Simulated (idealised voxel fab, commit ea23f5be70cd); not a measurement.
Herein follows the process module entitled voxel capacitor over wiring.
245 nm wide, 5 nm square cells: that's cross-section cut.
This document writes a cross-section as a grid whose cells are square, and gives it as bands, listed from the top down; one or more rows of cells form a band. Band: top height; bottom height; in nm. Then, left to right: material with width in nm, for each material. "everywhere": a single material spanning edge to edge. "blank": empty space. For the purposes of this specification, 0 denotes the height below which the wafer in its as-received condition is composed wholly of one material, and the lowermost band, lacking a lower limit, extends downward without end, as expressed in "top 0, no bottom". A two-number width, for instance "30->40", indicates that the width is equal to the first number in the top row of the band and to the second number in the bottom row, and that it changes by a constant amount per row of cells. Where the words "remains unaltered" appear for a step, the cross-section shows no cell changed by that step; every cell remained as before. Look at "Trapped cavities" for the closed voids: empty spaces with no open path to the top, sized 8 cells or up. Each is width x height at distance, distance from the left edge, all nm. That trailing text on a step's line, after the settings, is the simulator's own remark on the step. "overlay nm", when on a step's line for a step with a mask, measures how far to the right of its planned place the mask lay; a negative measure means to the left.

plan
1) RECEIVE | material Si
2) CONFORMAL_DEP | material SiO2 | thk nm 15
3) DIRECTIONAL_DEP | material TiN | thk nm 5
4) DIRECTIONAL_DEP | material W | thk nm 25
5) DIRECTIONAL_DEP | material aC | thk nm 10
6) PATTERN | tone cover | mask id METAL_1 | material resist | width nm 25 | pitch nm 80 | thk nm 30 | overlay nm 0
7) DIRECTIONAL_ETCH | etch materials aC | depth nm 10
8) STRIP | etch materials resist
9) DIRECTIONAL_ETCH | etch materials W | depth nm 25
10) DIRECTIONAL_ETCH | etch materials TiN | depth nm 5
11) STRIP | etch materials aC
12) CONFORMAL_DEP | material SiCN | thk nm 5
13) FILL_DEP | material lowk | thk nm 10
14) CMP | height nm 45
15) CONFORMAL_DEP | material SiCN | thk nm 5
16) DIRECTIONAL_DEP | material lowk | thk nm 10
17) DIRECTIONAL_DEP | material aC | thk nm 10
18) PATTERN | tone open | mask id PLUG_1 | material resist | width nm 15 | thk nm 30 | overlay nm 0
19) DIRECTIONAL_ETCH | etch materials aC | depth nm 10
20) STRIP | etch materials resist
21) DIRECTIONAL_ETCH | etch materials lowk | depth nm 10
22) DIRECTIONAL_ETCH | etch materials SiCN | depth nm 5
23) STRIP | etch materials aC
24) CONFORMAL_DEP | material TiN | thk nm 5
25) FILL_DEP | material Cu | thk nm 5
26) CMP | height nm 60
27) DIRECTIONAL_DEP | material TiN | thk nm 5
28) DIRECTIONAL_DEP | material SiN | thk nm 5
29) DIRECTIONAL_DEP | material TiN | thk nm 5
30) DIRECTIONAL_DEP | material aC | thk nm 10
31) PATTERN | tone cover | mask id UPPER_PLATE | material resist | width nm 60 | thk nm 30 | overlay nm 0
32) DIRECTIONAL_ETCH | etch materials aC | depth nm 10
33) STRIP | etch materials resist
34) DIRECTIONAL_ETCH | etch materials TiN | depth nm 5
35) DIRECTIONAL_ETCH | etch materials SiN | depth nm 5
36) STRIP | etch materials aC
37) PATTERN | tone cover | mask id LOWER_PLATE | material resist | width nm 70 | thk nm 20 | overlay nm 0
38) DIRECTIONAL_ETCH | etch materials TiN | depth nm 5
39) STRIP | etch materials resist
40) FILL_DEP | material SiO2 | thk nm 20
41) CMP | height nm 90
42) MASKED_ETCH | tone open | mask id PLUG_2 | width nm 15 | etch materials SiO2 | depth nm 15 | overlay nm 0
43) CONFORMAL_DEP | material TiN | thk nm 5
44) FILL_DEP | material Cu | thk nm 10
45) CMP | height nm 90
46) CONFORMAL_DEP | material SiN | thk nm 5

So, the first of our two wafers, run just as we planned it

Cross-section of the wafer at receipt, which is the condition after step 1
	top 0, no bottom | Si everywhere
	Trapped cavities: none

The following cross-section depicts the wafer upon completion of step 2
	top 15, bottom 0 | SiO2 everywhere
	All layers under 0 are left as they were.

The following cross-section depicts the wafer upon completion of step 3
	top 20, bottom 15 | TiN everywhere
	All layers under 15 are left as they were.

The following cross-section depicts the wafer upon completion of step 4
	top 45, bottom 20 | W everywhere
	All layers under 20 are left as they were.

The following cross-section depicts the wafer upon completion of step 5
	top 55, bottom 45 | aC everywhere
	All layers under 45 are left as they were.

The following cross-section depicts the wafer upon completion of step 6
	top 85, bottom 55 | blank (70), resist (25), blank (55), resist (25), blank (70)
	All layers under 55 are left as they were.

The following cross-section depicts the wafer upon completion of step 7
	top 75, bottom 55 | blank (70), resist (25), blank (55), resist (25), blank (70)
	top 55, bottom 45 | blank (70), aC (25), blank (55), aC (25), blank (70)
	All layers under 45 are left as they were.

The following cross-section depicts the wafer upon completion of step 8
	top 55, bottom 45 | blank (70), aC (25), blank (55), aC (25), blank (70)
	All layers under 45 are left as they were.

The following cross-section depicts the wafer upon completion of step 9
	top 55, bottom 45 | blank (70), aC (25), blank (55), aC (25), blank (70)
	top 45, bottom 20 | blank (70), W (25), blank (55), W (25), blank (70)
	All layers under 20 are left as they were.

The following cross-section depicts the wafer upon completion of step 10
	top 55, bottom 45 | blank (70), aC (25), blank (55), aC (25), blank (70)
	top 45, bottom 20 | blank (70), W (25), blank (55), W (25), blank (70)
	top 20, bottom 15 | blank (70), TiN (25), blank (55), TiN (25), blank (70)
	All layers under 15 are left as they were.

The following cross-section depicts the wafer upon completion of step 11
	top 45, bottom 20 | blank (70), W (25), blank (55), W (25), blank (70)
	All layers under 20 are left as they were.

The following cross-section depicts the wafer upon completion of step 12
	top 50, bottom 45 | blank (65), SiCN (35), blank (45), SiCN (35), blank (65)
	top 45, bottom 20 | blank (65), SiCN (5), W (25), SiCN (5), blank (45), SiCN (5), W (25), SiCN (5), blank (65)
	top 20, bottom 15 | SiCN (70), TiN (25), SiCN (55), TiN (25), SiCN (70)
	All layers under 15 are left as they were.

The following cross-section depicts the wafer upon completion of step 13
	top 60, bottom 50 | lowk everywhere
	top 50, bottom 45 | lowk (65), SiCN (35), lowk (45), SiCN (35), lowk (65)
	top 45, bottom 20 | lowk (65), SiCN (5), W (25), SiCN (5), lowk (45), SiCN (5), W (25), SiCN (5), lowk (65)
	All layers under 20 are left as they were.

The following cross-section depicts the wafer upon completion of step 14
	top 45, bottom 20 | lowk (65), SiCN (5), W (25), SiCN (5), lowk (45), SiCN (5), W (25), SiCN (5), lowk (65)
	All layers under 20 are left as they were.

The following cross-section depicts the wafer upon completion of step 15
	top 50, bottom 45 | SiCN everywhere
	All layers under 45 are left as they were.

The following cross-section depicts the wafer upon completion of step 16
	top 60, bottom 50 | lowk everywhere
	All layers under 50 are left as they were.

The following cross-section depicts the wafer upon completion of step 17
	top 70, bottom 60 | aC everywhere
	All layers under 60 are left as they were.

The following cross-section depicts the wafer upon completion of step 18
	top 100, bottom 70 | resist (80), blank (15), resist (150)
	All layers under 70 are left as they were.

The following cross-section depicts the wafer upon completion of step 19
	top 90, bottom 70 | resist (80), blank (15), resist (150)
	top 70, bottom 60 | aC (80), blank (15), aC (150)
	All layers under 60 are left as they were.

The following cross-section depicts the wafer upon completion of step 20
	top 70, bottom 60 | aC (80), blank (15), aC (150)
	All layers under 60 are left as they were.

The following cross-section depicts the wafer upon completion of step 21
	top 70, bottom 60 | aC (80), blank (15), aC (150)
	top 60, bottom 50 | lowk (80), blank (15), lowk (150)
	All layers under 50 are left as they were.

The following cross-section depicts the wafer upon completion of step 22
	top 70, bottom 60 | aC (80), blank (15), aC (150)
	top 60, bottom 50 | lowk (80), blank (15), lowk (150)
	top 50, bottom 45 | SiCN (80), blank (15), SiCN (150)
	All layers under 45 are left as they were.

The following cross-section depicts the wafer upon completion of step 23
	top 60, bottom 50 | lowk (80), blank (15), lowk (150)
	All layers under 50 are left as they were.

The following cross-section depicts the wafer upon completion of step 24
	top 65, bottom 60 | TiN (85), blank (5), TiN (155)
	top 60, bottom 50 | lowk (80), TiN (5), blank (5), TiN (5), lowk (150)
	top 50, bottom 45 | SiCN (80), TiN (15), SiCN (150)
	All layers under 45 are left as they were.

The following cross-section depicts the wafer upon completion of step 25
	top 70, bottom 65 | Cu everywhere
	top 65, bottom 60 | TiN (85), Cu (5), TiN (155)
	top 60, bottom 50 | lowk (80), TiN (5), Cu (5), TiN (5), lowk (150)
	All layers under 50 are left as they were.

The following cross-section depicts the wafer upon completion of step 26
	top 60, bottom 50 | lowk (80), TiN (5), Cu (5), TiN (5), lowk (150)
	All layers under 50 are left as they were.

The following cross-section depicts the wafer upon completion of step 27
	top 65, bottom 60 | TiN everywhere
	All layers under 60 are left as they were.

The following cross-section depicts the wafer upon completion of step 28
	top 70, bottom 65 | SiN everywhere
	All layers under 65 are left as they were.

The following cross-section depicts the wafer upon completion of step 29
	top 75, bottom 70 | TiN everywhere
	All layers under 70 are left as they were.

The following cross-section depicts the wafer upon completion of step 30
	top 85, bottom 75 | aC everywhere
	All layers under 75 are left as they were.

The following cross-section depicts the wafer upon completion of step 31
	top 115, bottom 85 | blank (80), resist (60), blank (105)
	All layers under 85 are left as they were.

The following cross-section depicts the wafer upon completion of step 32
	top 105, bottom 85 | blank (80), resist (60), blank (105)
	top 85, bottom 75 | blank (80), aC (60), blank (105)
	All layers under 75 are left as they were.

The following cross-section depicts the wafer upon completion of step 33
	top 85, bottom 75 | blank (80), aC (60), blank (105)
	All layers under 75 are left as they were.

The following cross-section depicts the wafer upon completion of step 34
	top 85, bottom 75 | blank (80), aC (60), blank (105)
	top 75, bottom 70 | blank (80), TiN (60), blank (105)
	All layers under 70 are left as they were.

The following cross-section depicts the wafer upon completion of step 35
	top 85, bottom 75 | blank (80), aC (60), blank (105)
	top 75, bottom 70 | blank (80), TiN (60), blank (105)
	top 70, bottom 65 | blank (80), SiN (60), blank (105)
	All layers under 65 are left as they were.

The following cross-section depicts the wafer upon completion of step 36
	top 75, bottom 70 | blank (80), TiN (60), blank (105)
	All layers under 70 are left as they were.

The following cross-section depicts the wafer upon completion of step 37
	top 95, bottom 75 | blank (75), resist (70), blank (100)
	top 75, bottom 70 | blank (75), resist (5), TiN (60), resist (5), blank (100)
	top 70, bottom 65 | blank (75), resist (5), SiN (60), resist (5), blank (100)
	All layers under 65 are left as they were.

The following cross-section depicts the wafer upon completion of step 38
	top 95, bottom 75 | blank (75), resist (70), blank (100)
	top 75, bottom 70 | blank (75), resist (5), TiN (60), resist (5), blank (100)
	top 70, bottom 65 | blank (75), resist (5), SiN (60), resist (5), blank (100)
	top 65, bottom 60 | blank (75), TiN (70), blank (100)
	All layers under 60 are left as they were.

The following cross-section depicts the wafer upon completion of step 39
	top 75, bottom 70 | blank (80), TiN (60), blank (105)
	top 70, bottom 65 | blank (80), SiN (60), blank (105)
	All layers under 65 are left as they were.

The following cross-section depicts the wafer upon completion of step 40
	top 95, bottom 75 | SiO2 everywhere
	top 75, bottom 70 | SiO2 (80), TiN (60), SiO2 (105)
	top 70, bottom 65 | SiO2 (80), SiN (60), SiO2 (105)
	top 65, bottom 60 | SiO2 (75), TiN (70), SiO2 (100)
	All layers under 60 are left as they were.

The following cross-section depicts the wafer upon completion of step 41
	top 90, bottom 75 | SiO2 everywhere
	All layers under 75 are left as they were.

The following cross-section depicts the wafer upon completion of step 42
	top 90, bottom 75 | SiO2 (90), blank (15), SiO2 (140)
	All layers under 75 are left as they were.

The following cross-section depicts the wafer upon completion of step 43
	top 95, bottom 90 | TiN (95), blank (5), TiN (145)
	top 90, bottom 80 | SiO2 (90), TiN (5), blank (5), TiN (5), SiO2 (140)
	top 80, bottom 70 | SiO2 (90->80), TiN (15->60), SiO2 (140->105)
	All layers under 70 are left as they were.

The following cross-section depicts the wafer upon completion of step 44
	top 105, bottom 95 | Cu everywhere
	top 95, bottom 90 | TiN (95), Cu (5), TiN (145)
	top 90, bottom 80 | SiO2 (90), TiN (5), Cu (5), TiN (5), SiO2 (140)
	All layers under 80 are left as they were.

The following cross-section depicts the wafer upon completion of step 45
	top 90, bottom 80 | SiO2 (90), TiN (5), Cu (5), TiN (5), SiO2 (140)
	All layers under 80 are left as they were.

The following cross-section depicts the wafer upon completion of step 46
	top 95, bottom 90 | SiN everywhere
	All layers under 90 are left as they were.

The Second Wafer: Common Origin and Plan, One Mistake in Execution, Identical to the First Through Step 30

when step 31 should have ended
	top 115, bottom 85 | blank (85), resist (60), blank (100)
	All layers under 85 are left as they were.

when step 32 should have ended
	top 105, bottom 85 | blank (85), resist (60), blank (100)
	top 85, bottom 75 | blank (85), aC (60), blank (100)
	All layers under 75 are left as they were.

when step 33 should have ended
	top 85, bottom 75 | blank (85), aC (60), blank (100)
	All layers under 75 are left as they were.

when step 34 should have ended
	top 85, bottom 75 | blank (85), aC (60), blank (100)
	top 75, bottom 70 | blank (85), TiN (60), blank (100)
	All layers under 70 are left as they were.

when step 35 should have ended
	top 85, bottom 75 | blank (85), aC (60), blank (100)
	top 75, bottom 70 | blank (85), TiN (60), blank (100)
	top 70, bottom 65 | blank (85), SiN (60), blank (100)
	All layers under 65 are left as they were.

when step 36 should have ended
	top 75, bottom 70 | blank (85), TiN (60), blank (100)
	All layers under 70 are left as they were.

when step 37 should have ended
	top 95, bottom 75 | blank (75), resist (70), blank (100)
	top 75, bottom 70 | blank (75), resist (10), TiN (60), blank (100)
	top 70, bottom 65 | blank (75), resist (10), SiN (60), blank (100)
	All layers under 65 are left as they were.

when step 38 should have ended
	top 95, bottom 75 | blank (75), resist (70), blank (100)
	top 75, bottom 70 | blank (75), resist (10), TiN (60), blank (100)
	top 70, bottom 65 | blank (75), resist (10), SiN (60), blank (100)
	top 65, bottom 60 | blank (75), TiN (70), blank (100)
	All layers under 60 are left as they were.

when step 39 should have ended
	top 75, bottom 70 | blank (85), TiN (60), blank (100)
	top 70, bottom 65 | blank (85), SiN (60), blank (100)
	All layers under 65 are left as they were.

when step 40 should have ended
	top 95, bottom 75 | SiO2 everywhere
	top 75, bottom 70 | SiO2 (85), TiN (60), SiO2 (100)
	top 70, bottom 65 | SiO2 (85), SiN (60), SiO2 (100)
	top 65, bottom 60 | SiO2 (75), TiN (70), SiO2 (100)
	All layers under 60 are left as they were.

when step 41 should have ended
	top 90, bottom 75 | SiO2 everywhere
	All layers under 75 are left as they were.

when step 42 should have ended
	top 90, bottom 75 | SiO2 (90), blank (15), SiO2 (140)
	All layers under 75 are left as they were.

when step 43 should have ended
	top 95, bottom 90 | TiN (95), blank (5), TiN (145)
	top 90, bottom 80 | SiO2 (90), TiN (5), blank (5), TiN (5), SiO2 (140)
	top 80, bottom 70 | SiO2 (90->85), TiN (15->60), SiO2 (140->100)
	All layers under 70 are left as they were.

when step 44 should have ended
	top 105, bottom 95 | Cu everywhere
	top 95, bottom 90 | TiN (95), Cu (5), TiN (145)
	top 90, bottom 80 | SiO2 (90), TiN (5), Cu (5), TiN (5), SiO2 (140)
	All layers under 80 are left as they were.

when step 45 should have ended
	top 90, bottom 80 | SiO2 (90), TiN (5), Cu (5), TiN (5), SiO2 (140)
	All layers under 80 are left as they were.

when step 46 should have ended
	top 95, bottom 90 | SiN everywhere
	All layers under 90 are left as they were.
It is concluded that the wafer was processed incorrectly with respect to the plan, in that note that step 31 departed from the planned setting and was carried out as PATTERN | tone cover | mask id UPPER_PLATE | material resist | width nm 60 | thk nm 30 | overlay nm 5
Both wafers, final: cells per material equal; arrangement not.
